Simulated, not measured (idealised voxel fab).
Process module, titled voxel wiring stack
Displayed cross-section: cut, width of 205 nm, square cells sized 5 nm.
Cross-section, as written here: a square-cell grid given band by band from the top down, where a band holds one or more rows of cells. Each band's line starts with the height of the band's top and of its bottom, in nm. Then come its materials from left to right, each with its width in nm. One material with "edge to edge" fills the band from edge to edge. "air" is empty space. Height is counted from the level 0, under which the received wafer is composed throughout of one material. The lowest of the bands is not closed at the bottom but continues downward, in the notation "z 0 and below". Per-row width for "30 to 40": begins at first number (top row of band), ends at second number (bottom row), increment between rows held constant. When a step is marked "no modification", none of the cells in the cross-section changed during that step. Reported under the label "Fully sealed cavities" are the empty spaces having no open way to the top and comprising 8 cells or more; the notation for each is width x height at distance, in which the distance is measured from the left edge and all three values are in nm. Whatever follows a step's settings on its line is a remark the simulator itself makes about that step. "overlay nm" on a masked step: distance the mask lay right of its planned place, negative for left. Note on reading: below, each pair holds a cross-section from before one process step and one from after it; the one from after shows only down to the lowest band that changed. Beneath the pair, the step in between is stated along with its settings. The pairs can stem from different runs of this module on the same starting wafer. Where a pair's entry headed "Pre-process cross-section" says so, and only there, that pair continues from the pair above it.

Pre-process cross-section
* z 90 to 80: 60 aC  25 air  30 aC  25 air  65 aC
* z 80 to 65: lowk edge to edge
* z 65 to 60: SiCN edge to edge
* z 60 to 55: 60 SiCN  15 TiN  40 SiCN  15 TiN  75 SiCN
* z 55 to 35: SiO2 edge to edge
* z 35 to 20: 55 SiO2  5 SiCN  25 W  5 SiCN  20 SiO2  5 SiCN  25 W  5 SiCN  60 SiO2
* z 20 to 15: 60 SiCN  25 TiN  30 SiCN  25 TiN  65 SiCN
* z 15 to 0: SiO2 edge to edge
* z 0 and below: Si edge to edge
* Fully sealed cavities: none

Post-Process View
* z 90 to 80: 60 aC  25 air  30 aC  25 air  65 aC
* z 80 to 65: 60 lowk  25 air  30 lowk  25 air  65 lowk
* Below 65, no change.
* Fully sealed cavities: none
Which process step falls between the two cross-sections above? DIRECTIONAL_ETCH,etch materials lowk,depth nm 15

Pre-process cross-section: starting point is the after cross-section of the pair just above.

Post-Process View
* z 90 to 80: 60 aC  25 air  30 aC  25 air  65 aC
* z 80 to 65: 60 lowk  25 air  30 lowk  25 air  65 lowk
* z 65 to 60: 60 SiCN  25 air  30 SiCN  25 air  65 SiCN
* Below 60, no change.
* Fully sealed cavities: none
Which process step falls between the two cross-sections above? DIRECTIONAL_ETCH,etch materials SiCN,depth nm 5

Pre-process cross-section: starting point is the after cross-section of the pair just above.

Post-Process View
* z 80 to 65: 60 lowk  25 air  30 lowk  25 air  65 lowk
* Below 65, no change.
* Fully sealed cavities: none
Which process step falls between the two cross-sections above? STRIP,etch materials aC

Pre-process cross-section: starting point is the after cross-section of the pair just above.

Post-Process View
* z 85 to 80: 65 TiN  15 air  40 TiN  15 air  70 TiN
* z 80 to 65: 60 lowk  5 TiN  15 air  5 TiN  30 lowk  5 TiN  15 air  5 TiN  65 lowk
* z 65 to 55: 60 SiCN  25 to 15 TiN  30 to 40 SiCN  25 to 15 TiN  65 to 75 SiCN
* Below 55, no change.
* Fully sealed cavities: none
Which process step falls between the two cross-sections above? CONFORMAL_DEP,material TiN,thk nm 5

Pre-process cross-section: starting point is the after cross-section of the pair just above.

Post-Process View
* z 95 to 85: Cu edge to edge
* z 85 to 80: 65 TiN  15 Cu  40 TiN  15 Cu  70 TiN
* z 80 to 65: 60 lowk  5 TiN  15 Cu  5 TiN  30 lowk  5 TiN  15 Cu  5 TiN  65 lowk
* Below 65, no change.
* Fully sealed cavities: none
Which process step falls between the two cross-sections above? FILL_DEP,material Cu,thk nm 10

Pre-process cross-section: starting point is the after cross-section of the pair just above.

Post-Process View
* z 80 to 65: 60 lowk  5 TiN  15 Cu  5 TiN  30 lowk  5 TiN  15 Cu  5 TiN  65 lowk
* Below 65, no change.
* Fully sealed cavities: none
Which process step falls between the two cross-sections above? CMP,height nm 80

Pre-process cross-section: starting point is the after cross-section of the pair just above.

Post-Process View
* z 85 to 80: SiCN edge to edge
* Below 80, no change.
* Fully sealed cavities: none
Which process step falls between the two cross-sections above? CONFORMAL_DEP,material SiCN,thk nm 5

Pre-process cross-section: starting point is the after cross-section of the pair just above.

Post-Process View
* z 100 to 85: SiO2 edge to edge
* Below 85, no change.
* Fully sealed cavities: none
Which process step falls between the two cross-sections above? DIRECTIONAL_DEP,material SiO2,thk nm 15

Pre-process cross-section: starting point is the after cross-section of the pair just above.

Post-Process View
* z 120 to 100: 60 resist  15 air  40 resist  15 air  75 resist
* Below 100, no change.
* Fully sealed cavities: none
Which process step falls between the two cross-sections above? PATTERN,tone open,mask id PLUG_2,material resist,width nm 15,pitch nm 55,thk nm 20,overlay nm 0

Pre-process cross-section: starting point is the after cross-section of the pair just above.

Post-Process View
* z 120 to 100: 60 resist  15 air  40 resist  15 air  75 resist
* z 100 to 85: 60 SiO2  15 air  40 SiO2  15 air  75 SiO2
* Below 85, no change.
* Fully sealed cavities: none
Which process step falls between the two cross-sections above? DIRECTIONAL_ETCH,etch materials SiO2,depth nm 15

Pre-process cross-section: starting point is the after cross-section of the pair just above.

Post-Process View
* z 120 to 100: 60 resist  15 air  40 resist  15 air  75 resist
* z 100 to 85: 60 SiO2  15 air  40 SiO2  15 air  75 SiO2
* z 85 to 80: 60 SiCN  15 air  40 SiCN  15 air  75 SiCN
* Below 80, no change.
* Fully sealed cavities: none
Which process step falls between the two cross-sections above? DIRECTIONAL_ETCH,etch materials SiCN,depth nm 5

Pre-process cross-section: starting point is the after cross-section of the pair just above.

Post-Process View
* z 100 to 85: 60 SiO2  15 air  40 SiO2  15 air  75 SiO2
* Below 85, no change.
* Fully sealed cavities: none
Which process step falls between the two cross-sections above? STRIP,etch materials resist

Pre-process cross-section: starting point is the after cross-section of the pair just above.

Post-Process View
* z 100 to 90: 60 SiO2  15 air  40 SiO2  15 air  75 SiO2
* z 90 to 85: 60 SiO2  15 Ru  40 SiO2  15 Ru  75 SiO2
* z 85 to 80: 60 SiCN  15 Ru  40 SiCN  15 Ru  75 SiCN
* Below 80, no change.
* Fully sealed cavities: none
Which process step falls between the two cross-sections above? EPI,material Ru,thk nm 10

Pre-process cross-section: starting point is the after cross-section of the pair just above.

Post-Process View
* z 100 to 85: 60 SiO2  15 Ru  40 SiO2  15 Ru  75 SiO2
* Below 85, no change.
* Fully sealed cavities: none
Which process step falls between the two cross-sections above? EPI,material Ru,thk nm 10

Pre-process cross-section: starting point is the after cross-section of the pair just above.

Post-Process View
* z 105 to 100: SiCN edge to edge
* Below 100, no change.
* Fully sealed cavities: none
Which process step falls between the two cross-sections above? CONFORMAL_DEP,material SiCN,thk nm 5

Pre-process cross-section: starting point is the after cross-section of the pair just above.

Post-Process View
* z 125 to 105: SiO2 edge to edge
* Below 105, no change.
* Fully sealed cavities: none
Which process step falls between the two cross-sections above? DIRECTIONAL_DEP,material SiO2,thk nm 20

Pre-process cross-section: starting point is the after cross-section of the pair just above.

Post-Process View
* z 135 to 125: aC edge to edge
* Below 125, no change.
* Fully sealed cavities: none
Which process step falls between the two cross-sections above? DIRECTIONAL_DEP,material aC,thk nm 10

Pre-process cross-section: starting point is the after cross-section of the pair just above.

Post-Process View
* z 160 to 135: 60 resist  25 air  30 resist  25 air  65 resist
* Below 135, no change.
* Fully sealed cavities: none
Which process step falls between the two cross-sections above? PATTERN,tone open,mask id METAL_3,material resist,width nm 25,pitch nm 55,thk nm 25,overlay nm 0

Pre-process cross-section: starting point is the after cross-section of the pair just above.

Post-Process View
* z 150 to 135: 60 resist  25 air  30 resist  25 air  65 resist
* z 135 to 125: 60 aC  25 air  30 aC  25 air  65 aC
* Below 125, no change.
* Fully sealed cavities: none
Which process step falls between the two cross-sections above? DIRECTIONAL_ETCH,etch materials aC,depth nm 10

Pre-process cross-section: starting point is the after cross-section of the pair just above.

Post-Process View
* z 135 to 125: 60 aC  25 air  30 aC  25 air  65 aC
* Below 125, no change.
* Fully sealed cavities: none
Which process step falls between the two cross-sections above? STRIP,etch materials resist

Pre-process cross-section: starting point is the after cross-section of the pair just above.

Post-Process View
* z 135 to 125: 60 aC  25 air  30 aC  25 air  65 aC
* z 125 to 105: 60 SiO2  25 air  30 SiO2  25 air  65 SiO2
* Below 105, no change.
* Fully sealed cavities: none
Which process step falls between the two cross-sections above? DIRECTIONAL_ETCH,etch materials SiO2,depth nm 20

Pre-process cross-section: starting point is the after cross-section of the pair just above.

Post-Process View
* z 135 to 125: 60 aC  25 air  30 aC  25 air  65 aC
* z 125 to 105: 60 SiO2  25 air  30 SiO2  25 air  65 SiO2
* z 105 to 100: 60 SiCN  25 air  30 SiCN  25 air  65 SiCN
* Below 100, no change.
* Fully sealed cavities: none
Which process step falls between the two cross-sections above? DIRECTIONAL_ETCH,etch materials SiCN,depth nm 5

Pre-process cross-section: starting point is the after cross-section of the pair just above.

Post-Process View
* z 125 to 105: 60 SiO2  25 air  30 SiO2  25 air  65 SiO2
* Below 105, no change.
* Fully sealed cavities: none
Which process step falls between the two cross-sections above? STRIP,etch materials aC

Pre-process cross-section: starting point is the after cross-section of the pair just above.

Post-Process View
* z 130 to 125: 65 TiN  15 air  40 TiN  15 air  70 TiN
* z 125 to 105: 60 SiO2  5 TiN  15 air  5 TiN  30 SiO2  5 TiN  15 air  5 TiN  65 SiO2
* z 105 to 100: 60 SiCN  25 TiN  30 SiCN  25 TiN  65 SiCN
* Below 100, no change.
* Fully sealed cavities: none
Which process step falls between the two cross-sections above? CONFORMAL_DEP,material TiN,thk nm 5

Pre-process cross-section: starting point is the after cross-section of the pair just above.

Post-Process View
* z 140 to 130: Ru edge to edge
* z 130 to 125: 65 TiN  15 Ru  40 TiN  15 Ru  70 TiN
* z 125 to 105: 60 SiO2  5 TiN  15 Ru  5 TiN  30 SiO2  5 TiN  15 Ru  5 TiN  65 SiO2
* Below 105, no change.
* Fully sealed cavities: none
Which process step falls between the two cross-sections above? FILL_DEP,material Ru,thk nm 10

Pre-process cross-section: starting point is the after cross-section of the pair just above.

Post-Process View
* z 125 to 105: 60 SiO2  5 TiN  15 Ru  5 TiN  30 SiO2  5 TiN  15 Ru  5 TiN  65 SiO2
* Below 105, no change.
* Fully sealed cavities: none
Which process step falls between the two cross-sections above? CMP,height nm 125

Pre-process cross-section: starting point is the after cross-section of the pair just above.

Post-Process View
* z 130 to 125: SiN edge to edge
* Below 125, no change.
* Fully sealed cavities: none
Which process step falls between the two cross-sections above? CONFORMAL_DEP,material SiN,thk nm 5

Pre-process cross-section
* z 70 to 65: Cu edge to edge
* z 65 to 60: 65 TiN  5 Cu  50 TiN  5 Cu  80 TiN
* z 60 to 40: 60 SiO2  5 TiN  5 Cu  5 TiN  40 SiO2  5 TiN  5 Cu  5 TiN  75 SiO2
* z 40 to 35: 60 SiCN  15 TiN  40 SiCN  15 TiN  75 SiCN
* z 35 to 20: 55 SiO2  5 SiCN  25 W  5 SiCN  20 SiO2  5 SiCN  25 W  5 SiCN  60 SiO2
* z 20 to 15: 60 SiCN  25 TiN  30 SiCN  25 TiN  65 SiCN
* z 15 to 0: SiO2 edge to edge
* z 0 and below: Si edge to edge
* Fully sealed cavities: none

Post-Process View
* z 65 to 60: 65 TiN  5 Cu  50 TiN  5 Cu  80 TiN
* Below 60, no change.
* Fully sealed cavities: none
Which process step falls between the two cross-sections above? CMP,height nm 65

Pre-process cross-section: starting point is the after cross-section of the pair just above.

Post-Process View
* z 70 to 65: SiCN edge to edge
* Below 65, no change.
* Fully sealed cavities: none
Which process step falls between the two cross-sections above? CONFORMAL_DEP,material SiCN,thk nm 5

Pre-process cross-section: starting point is the after cross-section of the pair just above.

Post-Process View
* z 85 to 70: lowk edge to edge
* Below 70, no change.
* Fully sealed cavities: none
Which process step falls between the two cross-sections above? DIRECTIONAL_DEP,material lowk,thk nm 15

Pre-process cross-section: starting point is the after cross-section of the pair just above.

Post-Process View
* z 95 to 85: aC edge to edge
* Below 85, no change.
* Fully sealed cavities: none
Which process step falls between the two cross-sections above? DIRECTIONAL_DEP,material aC,thk nm 10

Pre-process cross-section: starting point is the after cross-section of the pair just above.

Post-Process View
* z 120 to 95: 60 resist  25 air  30 resist  25 air  65 resist
* Below 95, no change.
* Fully sealed cavities: none
Which process step falls between the two cross-sections above? PATTERN,tone open,mask id METAL_2,material resist,width nm 25,pitch nm 55,thk nm 25,overlay nm 0

Pre-process cross-section: starting point is the after cross-section of the pair just above.

Post-Process View
* z 110 to 95: 60 resist  25 air  30 resist  25 air  65 resist
* z 95 to 85: 60 aC  25 air  30 aC  25 air  65 aC
* Below 85, no change.
* Fully sealed cavities: none
Which process step falls between the two cross-sections above? DIRECTIONAL_ETCH,etch materials aC,depth nm 10

Pre-process cross-section: starting point is the after cross-section of the pair just above.

Post-Process View
* z 95 to 85: 60 aC  25 air  30 aC  25 air  65 aC
* Below 85, no change.
* Fully sealed cavities: none
Which process step falls between the two cross-sections above? STRIP,etch materials resist

Pre-process cross-section: starting point is the after cross-section of the pair just above.

Post-Process View
* z 95 to 85: 60 aC  25 air  30 aC  25 air  65 aC
* z 85 to 70: 60 lowk  25 air  30 lowk  25 air  65 lowk
* Below 70, no change.
* Fully sealed cavities: none
Which process step falls between the two cross-sections above? DIRECTIONAL_ETCH,etch materials lowk,depth nm 15

Pre-process cross-section: starting point is the after cross-section of the pair just above.

Post-Process View
* z 95 to 85: 60 aC  25 air  30 aC  25 air  65 aC
* z 85 to 70: 60 lowk  25 air  30 lowk  25 air  65 lowk
* z 70 to 65: 60 SiCN  25 air  30 SiCN  25 air  65 SiCN
* Below 65, no change.
* Fully sealed cavities: none
Which process step falls between the two cross-sections above? DIRECTIONAL_ETCH,etch materials SiCN,depth nm 5

Pre-process cross-section: starting point is the after cross-section of the pair just above.

Post-Process View
* z 85 to 70: 60 lowk  25 air  30 lowk  25 air  65 lowk
* Below 70, no change.
* Fully sealed cavities: none
Which process step falls between the two cross-sections above? STRIP,etch materials aC

Pre-process cross-section: starting point is the after cross-section of the pair just above.

Post-Process View
* z 90 to 85: 65 TiN  15 air  40 TiN  15 air  70 TiN
* z 85 to 70: 60 lowk  5 TiN  15 air  5 TiN  30 lowk  5 TiN  15 air  5 TiN  65 lowk
* z 70 to 65: 60 SiCN  25 TiN  30 SiCN  25 TiN  65 SiCN
* Below 65, no change.
* Fully sealed cavities: none
Which process step falls between the two cross-sections above? CONFORMAL_DEP,material TiN,thk nm 5

Pre-process cross-section: starting point is the after cross-section of the pair just above.

Post-Process View
* z 100 to 90: Cu edge to edge
* z 90 to 85: 65 TiN  15 Cu  40 TiN  15 Cu  70 TiN
* z 85 to 70: 60 lowk  5 TiN  15 Cu  5 TiN  30 lowk  5 TiN  15 Cu  5 TiN  65 lowk
* Below 70, no change.
* Fully sealed cavities: none
Which process step falls between the two cross-sections above? FILL_DEP,material Cu,thk nm 10

Pre-process cross-section: starting point is the after cross-section of the pair just above.

Post-Process View
* z 80 to 70: 60 lowk  5 TiN  15 Cu  5 TiN  30 lowk  5 TiN  15 Cu  5 TiN  65 lowk
* Below 70, no change.
* Fully sealed cavities: none
Which process step falls between the two cross-sections above? CMP,height nm 80

Pre-process cross-section: starting point is the after cross-section of the pair just above.

Post-Process View
* z 85 to 80: SiCN edge to edge
* Below 80, no change.
* Fully sealed cavities: none
Which process step falls between the two cross-sections above? CONFORMAL_DEP,material SiCN,thk nm 5

Pre-process cross-section: starting point is the after cross-section of the pair just above.

Post-Process View
* z 100 to 85: SiO2 edge to edge
* Below 85, no change.
* Fully sealed cavities: none
Which process step falls between the two cross-sections above? DIRECTIONAL_DEP,material SiO2,thk nm 15

Pre-process cross-section: starting point is the after cross-section of the pair just above.

Post-Process View
* z 120 to 100: 60 resist  15 air  40 resist  15 air  75 resist
* Below 100, no change.
* Fully sealed cavities: none
Which process step falls between the two cross-sections above? PATTERN,tone open,mask id PLUG_2,material resist,width nm 15,pitch nm 55,thk nm 20,overlay nm 0

Pre-process cross-section: starting point is the after cross-section of the pair just above.

Post-Process View
* z 120 to 100: 60 resist  15 air  40 resist  15 air  75 resist
* z 100 to 85: 60 SiO2  15 air  40 SiO2  15 air  75 SiO2
* Below 85, no change.
* Fully sealed cavities: none
Which process step falls between the two cross-sections above? DIRECTIONAL_ETCH,etch materials SiO2,depth nm 15

Pre-process cross-section: starting point is the after cross-section of the pair just above.

Post-Process View
* z 120 to 100: 60 resist  15 air  40 resist  15 air  75 resist
* z 100 to 85: 60 SiO2  15 air  40 SiO2  15 air  75 SiO2
* z 85 to 80: 60 SiCN  15 air  40 SiCN  15 air  75 SiCN
* Below 80, no change.
* Fully sealed cavities: none
Which process step falls between the two cross-sections above? DIRECTIONAL_ETCH,etch materials SiCN,depth nm 5

Pre-process cross-section: starting point is the after cross-section of the pair just above.

Post-Process View
* z 100 to 85: 60 SiO2  15 air  40 SiO2  15 air  75 SiO2
* Below 85, no change.
* Fully sealed cavities: none
Which process step falls between the two cross-sections above? STRIP,etch materials resist

Pre-process cross-section: starting point is the after cross-section of the pair just above.

Post-Process View
* z 100 to 90: 60 SiO2  15 air  40 SiO2  15 air  75 SiO2
* z 90 to 85: 60 SiO2  15 Ru  40 SiO2  15 Ru  75 SiO2
* z 85 to 80: 60 SiCN  15 Ru  40 SiCN  15 Ru  75 SiCN
* Below 80, no change.
* Fully sealed cavities: none
Which process step falls between the two cross-sections above? EPI,material Ru,thk nm 10

Pre-process cross-section: starting point is the after cross-section of the pair just above.

Post-Process View
* z 100 to 85: 60 SiO2  15 Ru  40 SiO2  15 Ru  75 SiO2
* Below 85, no change.
* Fully sealed cavities: none
Which process step falls between the two cross-sections above? EPI,material Ru,thk nm 10

Pre-process cross-section: starting point is the after cross-section of the pair just above.

Post-Process View
* z 105 to 100: SiCN edge to edge
* Below 100, no change.
* Fully sealed cavities: none
Which process step falls between the two cross-sections above? CONFORMAL_DEP,material SiCN,thk nm 5

Pre-process cross-section: starting point is the after cross-section of the pair just above.

Post-Process View
* z 125 to 105: SiO2 edge to edge
* Below 105, no change.
* Fully sealed cavities: none
Which process step falls between the two cross-sections above? DIRECTIONAL_DEP,material SiO2,thk nm 20

Pre-process cross-section: starting point is the after cross-section of the pair just above.

Post-Process View
* z 135 to 125: aC edge to edge
* Below 125, no change.
* Fully sealed cavities: none
Which process step falls between the two cross-sections above? DIRECTIONAL_DEP,material aC,thk nm 10

Pre-process cross-section: starting point is the after cross-section of the pair just above.

Post-Process View
* z 160 to 135: 60 resist  25 air  30 resist  25 air  65 resist
* Below 135, no change.
* Fully sealed cavities: none
Which process step falls between the two cross-sections above? PATTERN,tone open,mask id METAL_3,material resist,width nm 25,pitch nm 55,thk nm 25,overlay nm 0

Pre-process cross-section: starting point is the after cross-section of the pair just above.

Post-Process View
* z 150 to 135: 60 resist  25 air  30 resist  25 air  65 resist
* z 135 to 125: 60 aC  25 air  30 aC  25 air  65 aC
* Below 125, no change.
* Fully sealed cavities: none
Which process step falls between the two cross-sections above? DIRECTIONAL_ETCH,etch materials aC,depth nm 10

Pre-process cross-section: starting point is the after cross-section of the pair just above.

Post-Process View
* z 135 to 125: 60 aC  25 air  30 aC  25 air  65 aC
* Below 125, no change.
* Fully sealed cavities: none
Which process step falls between the two cross-sections above? STRIP,etch materials resist

Pre-process cross-section: starting point is the after cross-section of the pair just above.

Post-Process View
* z 135 to 125: 60 aC  25 air  30 aC  25 air  65 aC
* z 125 to 105: 60 SiO2  25 air  30 SiO2  25 air  65 SiO2
* Below 105, no change.
* Fully sealed cavities: none
Which process step falls between the two cross-sections above? DIRECTIONAL_ETCH,etch materials SiO2,depth nm 20

Pre-process cross-section: starting point is the after cross-section of the pair just above.

Post-Process View
* z 135 to 125: 60 aC  25 air  30 aC  25 air  65 aC
* z 125 to 105: 60 SiO2  25 air  30 SiO2  25 air  65 SiO2
* z 105 to 100: 60 SiCN  25 air  30 SiCN  25 air  65 SiCN
* Below 100, no change.
* Fully sealed cavities: none
Which process step falls between the two cross-sections above? DIRECTIONAL_ETCH,etch materials SiCN,depth nm 5

Pre-process cross-section: starting point is the after cross-section of the pair just above.

Post-Process View
* z 125 to 105: 60 SiO2  25 air  30 SiO2  25 air  65 SiO2
* Below 105, no change.
* Fully sealed cavities: none
Which process step falls between the two cross-sections above? STRIP,etch materials aC

Pre-process cross-section: starting point is the after cross-section of the pair just above.

Post-Process View
* z 130 to 125: 65 TiN  15 air  40 TiN  15 air  70 TiN
* z 125 to 105: 60 SiO2  5 TiN  15 air  5 TiN  30 SiO2  5 TiN  15 air  5 TiN  65 SiO2
* z 105 to 100: 60 SiCN  25 TiN  30 SiCN  25 TiN  65 SiCN
* Below 100, no change.
* Fully sealed cavities: none
Which process step falls between the two cross-sections above? CONFORMAL_DEP,material TiN,thk nm 5

Pre-process cross-section: starting point is the after cross-section of the pair just above.

Post-Process View
* z 140 to 130: Ru edge to edge
* z 130 to 125: 65 TiN  15 Ru  40 TiN  15 Ru  70 TiN
* z 125 to 105: 60 SiO2  5 TiN  15 Ru  5 TiN  30 SiO2  5 TiN  15 Ru  5 TiN  65 SiO2
* Below 105, no change.
* Fully sealed cavities: none
Which process step falls between the two cross-sections above? FILL_DEP,material Ru,thk nm 10

Pre-process cross-section: starting point is the after cross-section of the pair just above.

Post-Process View
* z 125 to 105: 60 SiO2  5 TiN  15 Ru  5 TiN  30 SiO2  5 TiN  15 Ru  5 TiN  65 SiO2
* Below 105, no change.
* Fully sealed cavities: none
Which process step falls between the two cross-sections above? CMP,height nm 125

Pre-process cross-section: starting point is the after cross-section of the pair just above.

Post-Process View
* z 130 to 125: SiN edge to edge
* Below 125, no change.
* Fully sealed cavities: none
Which process step falls between the two cross-sections above? CONFORMAL_DEP,material SiN,thk nm 5

Pre-process cross-section
* z 60 to 40: SiO2 edge to edge
* z 40 to 35: SiCN edge to edge
* z 35 to 20: 55 SiO2  5 SiCN  25 W  5 SiCN  20 SiO2  5 SiCN  25 W  5 SiCN  60 SiO2
* z 20 to 15: 60 SiCN  25 TiN  30 SiCN  25 TiN  65 SiCN
* z 15 to 0: SiO2 edge to edge
* z 0 and below: Si edge to edge
* Fully sealed cavities: none

Post-Process View
* z 75 to 60: 60 resist  20 air  35 resist  20 air  70 resist
* Below 60, no change.
* Fully sealed cavities: none
Which process step falls between the two cross-sections above? PATTERN,tone open,mask id PLUG_1,material resist,width nm 20,pitch nm 55,thk nm 15,overlay nm 0

Pre-process cross-section: starting point is the after cross-section of the pair just above.

Post-Process View
* z 75 to 60: 60 resist  20 air  35 resist  20 air  70 resist
* z 60 to 40: 60 SiO2  20 air  35 SiO2  20 air  70 SiO2
* Below 40, no change.
* Fully sealed cavities: none
Which process step falls between the two cross-sections above? DIRECTIONAL_ETCH,etch materials SiO2,depth nm 20

Pre-process cross-section: starting point is the after cross-section of the pair just above.

Post-Process View
* z 75 to 60: 60 resist  20 air  35 resist  20 air  70 resist
* z 60 to 40: 60 SiO2  20 air  35 SiO2  20 air  70 SiO2
* z 40 to 35: 60 SiCN  20 air  35 SiCN  20 air  70 SiCN
* Below 35, no change.
* Fully sealed cavities: none
Which process step falls between the two cross-sections above? DIRECTIONAL_ETCH,etch materials SiCN,depth nm 5

Pre-process cross-section: starting point is the after cross-section of the pair just above.

Post-Process View
* z 60 to 40: 60 SiO2  20 air  35 SiO2  20 air  70 SiO2
* Below 40, no change.
* Fully sealed cavities: none
Which process step falls between the two cross-sections above? STRIP,etch materials resist

Pre-process cross-section: starting point is the after cross-section of the pair just above.

Post-Process View
* z 65 to 60: 65 TiN  10 air  45 TiN  10 air  75 TiN
* z 60 to 40: 60 SiO2  5 TiN  10 air  5 TiN  35 SiO2  5 TiN  10 air  5 TiN  70 SiO2
* z 40 to 35: 60 SiCN  20 TiN  35 SiCN  20 TiN  70 SiCN
* Below 35, no change.
* Fully sealed cavities: none
Which process step falls between the two cross-sections above? CONFORMAL_DEP,material TiN,thk nm 5

Pre-process cross-section: starting point is the after cross-section of the pair just above.

Post-Process View
* z 70 to 65: Cu edge to edge
* z 65 to 60: 65 TiN  10 Cu  45 TiN  10 Cu  75 TiN
* z 60 to 40: 60 SiO2  5 TiN  10 Cu  5 TiN  35 SiO2  5 TiN  10 Cu  5 TiN  70 SiO2
* Below 40, no change.
* Fully sealed cavities: none
Which process step falls between the two cross-sections above? FILL_DEP,material Cu,thk nm 5

Pre-process cross-section: starting point is the after cross-section of the pair just above.

Post-Process View
* z 60 to 40: 60 SiO2  5 TiN  10 Cu  5 TiN  35 SiO2  5 TiN  10 Cu  5 TiN  70 SiO2
* Below 40, no change.
* Fully sealed cavities: none
Which process step falls between the two cross-sections above? CMP,height nm 60

Pre-process cross-section: starting point is the after cross-section of the pair just above.

Post-Process View
* z 65 to 60: SiCN edge to edge
* Below 60, no change.
* Fully sealed cavities: none
Which process step falls between the two cross-sections above? CONFORMAL_DEP,material SiCN,thk nm 5

Pre-process cross-section: starting point is the after cross-section of the pair just above.

Post-Process View
* z 80 to 65: lowk edge to edge
* Below 65, no change.
* Fully sealed cavities: none
Which process step falls between the two cross-sections above? DIRECTIONAL_DEP,material lowk,thk nm 15

Pre-process cross-section: starting point is the after cross-section of the pair just above.

Post-Process View
* z 90 to 80: aC edge to edge
* Below 80, no change.
* Fully sealed cavities: none
Which process step falls between the two cross-sections above? DIRECTIONAL_DEP,material aC,thk nm 10

Pre-process cross-section: starting point is the after cross-section of the pair just above.

Post-Process View
* z 115 to 90: 60 resist  25 air  30 resist  25 air  65 resist
* Below 90, no change.
* Fully sealed cavities: none
Which process step falls between the two cross-sections above? PATTERN,tone open,mask id METAL_2,material resist,width nm 25,pitch nm 55,thk nm 25,overlay nm 0

Pre-process cross-section: starting point is the after cross-section of the pair just above.

Post-Process View
* z 105 to 90: 60 resist  25 air  30 resist  25 air  65 resist
* z 90 to 80: 60 aC  25 air  30 aC  25 air  65 aC
* Below 80, no change.
* Fully sealed cavities: none
Which process step falls between the two cross-sections above? DIRECTIONAL_ETCH,etch materials aC,depth nm 10

Pre-process cross-section: starting point is the after cross-section of the pair just above.

Post-Process View
* z 90 to 80: 60 aC  25 air  30 aC  25 air  65 aC
* Below 80, no change.
* Fully sealed cavities: none
Which process step falls between the two cross-sections above? STRIP,etch materials resist

Pre-process cross-section: starting point is the after cross-section of the pair just above.

Post-Process View
* z 90 to 80: 60 aC  25 air  30 aC  25 air  65 aC
* z 80 to 65: 60 lowk  25 air  30 lowk  25 air  65 lowk
* Below 65, no change.
* Fully sealed cavities: none
Which process step falls between the two cross-sections above? DIRECTIONAL_ETCH,etch materials lowk,depth nm 15

Pre-process cross-section: starting point is the after cross-section of the pair just above.

Post-Process View
* z 90 to 80: 60 aC  25 air  30 aC  25 air  65 aC
* z 80 to 65: 60 lowk  25 air  30 lowk  25 air  65 lowk
* z 65 to 60: 60 SiCN  25 air  30 SiCN  25 air  65 SiCN
* Below 60, no change.
* Fully sealed cavities: none
Which process step falls between the two cross-sections above? DIRECTIONAL_ETCH,etch materials SiCN,depth nm 5

Pre-process cross-section: starting point is the after cross-section of the pair just above.

Post-Process View
* z 80 to 65: 60 lowk  25 air  30 lowk  25 air  65 lowk
* Below 65, no change.
* Fully sealed cavities: none
Which process step falls between the two cross-sections above? STRIP,etch materials aC

Pre-process cross-section: starting point is the after cross-section of the pair just above.

Post-Process View
* z 85 to 80: 65 TiN  15 air  40 TiN  15 air  70 TiN
* z 80 to 65: 60 lowk  5 TiN  15 air  5 TiN  30 lowk  5 TiN  15 air  5 TiN  65 lowk
* z 65 to 60: 60 SiCN  25 TiN  30 SiCN  25 TiN  65 SiCN
* Below 60, no change.
* Fully sealed cavities: none
Which process step falls between the two cross-sections above? CONFORMAL_DEP,material TiN,thk nm 5

Pre-process cross-section: starting point is the after cross-section of the pair just above.

Post-Process View
* z 95 to 85: Cu edge to edge
* z 85 to 80: 65 TiN  15 Cu  40 TiN  15 Cu  70 TiN
* z 80 to 65: 60 lowk  5 TiN  15 Cu  5 TiN  30 lowk  5 TiN  15 Cu  5 TiN  65 lowk
* Below 65, no change.
* Fully sealed cavities: none
Which process step falls between the two cross-sections above? FILL_DEP,material Cu,thk nm 10

Pre-process cross-section: starting point is the after cross-section of the pair just above.

Post-Process View
* z 80 to 65: 60 lowk  5 TiN  15 Cu  5 TiN  30 lowk  5 TiN  15 Cu  5 TiN  65 lowk
* Below 65, no change.
* Fully sealed cavities: none
Which process step falls between the two cross-sections above? CMP,height nm 80

Pre-process cross-section: starting point is the after cross-section of the pair just above.

Post-Process View
* z 85 to 80: SiCN edge to edge
* Below 80, no change.
* Fully sealed cavities: none
Which process step falls between the two cross-sections above? CONFORMAL_DEP,material SiCN,thk nm 5

Pre-process cross-section: starting point is the after cross-section of the pair just above.

Post-Process View
* z 100 to 85: SiO2 edge to edge
* Below 85, no change.
* Fully sealed cavities: none
Which process step falls between the two cross-sections above? DIRECTIONAL_DEP,material SiO2,thk nm 15

Pre-process cross-section: starting point is the after cross-section of the pair just above.

Post-Process View
* z 120 to 100: 60 resist  15 air  40 resist  15 air  75 resist
* Below 100, no change.
* Fully sealed cavities: none
Which process step falls between the two cross-sections above? PATTERN,tone open,mask id PLUG_2,material resist,width nm 15,pitch nm 55,thk nm 20,overlay nm 0

Pre-process cross-section: starting point is the after cross-section of the pair just above.

Post-Process View
* z 120 to 100: 60 resist  15 air  40 resist  15 air  75 resist
* z 100 to 85: 60 SiO2  15 air  40 SiO2  15 air  75 SiO2
* Below 85, no change.
* Fully sealed cavities: none
Which process step falls between the two cross-sections above? DIRECTIONAL_ETCH,etch materials SiO2,depth nm 15

Pre-process cross-section: starting point is the after cross-section of the pair just above.

Post-Process View
* z 120 to 100: 60 resist  15 air  40 resist  15 air  75 resist
* z 100 to 85: 60 SiO2  15 air  40 SiO2  15 air  75 SiO2
* z 85 to 80: 60 SiCN  15 air  40 SiCN  15 air  75 SiCN
* Below 80, no change.
* Fully sealed cavities: none
Which process step falls between the two cross-sections above? DIRECTIONAL_ETCH,etch materials SiCN,depth nm 5
